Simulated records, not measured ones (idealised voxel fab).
process module | voxel spacer lines
cross-section cut | 250 nm wide | cells 5 nm
A cross-section is a grid of square cells, given in bands from the top down. A band is one or more rows of cells.
Each band's line starts with the height of the band's top and of its bottom, in nm. Then come its materials from left to right, each with its width in nm. One material with "throughout" fills the band from edge to edge. "air" is empty space.
Height 0 is the level under which the wafer as received is all one material. The lowest band goes on downwards, as in "0 down".
A width such as "30 to 40" changes by the same amount from each row of cells to the next, from the band's top row to its bottom row.
"no change" after a step means that no cell of the cross-section changed.
closed voids: empty space of 8 cells or more with no open way to the top, each as width x height at its distance from the left edge, in nm
after a step's settings: what the simulator itself notes on the step
overlay nm, on a step with a mask: how far to the right of its planned place the mask lay; to the left if negative
plan
1 op RECEIVE | material Si
2 op CONFORMAL_DEP | material Al2O3 | thk nm 5
3 op DIRECTIONAL_DEP | material SiN | thk nm 15
4 op DIRECTIONAL_DEP | material aC | thk nm 30
5 op PATTERN | tone cover | mask id MANDREL | material resist | width nm 25 | pitch nm 70 | thk nm 35 | overlay nm 0
6 op DIRECTIONAL_ETCH | etch materials aC | depth nm 30
7 op STRIP | etch materials resist
8 op CONFORMAL_DEP | material SiO2 | thk nm 10
9 op DIRECTIONAL_ETCH | etch materials SiO2 | depth nm 10
10 op STRIP | etch materials aC
11 op DIRECTIONAL_ETCH | etch materials SiN | depth nm 15
12 op STRIP | etch materials SiO2
as received, after step 1
  0 down: Si throughout
  closed voids: none
a wafer at the end: this start, this plan, one mistake
  50 to 20: air 40 | aC 25 | air 45 | aC 25 | air 45 | aC 25 | air 45
  20 to 5: air 40 | SiN 25 | air 45 | SiN 25 | air 45 | SiN 25 | air 45
  5 to 0: Al2O3 throughout
  0 down: Si throughout
  closed voids: none
what went wrong: step 10 ran as: op STRIP | etch materials SiO2
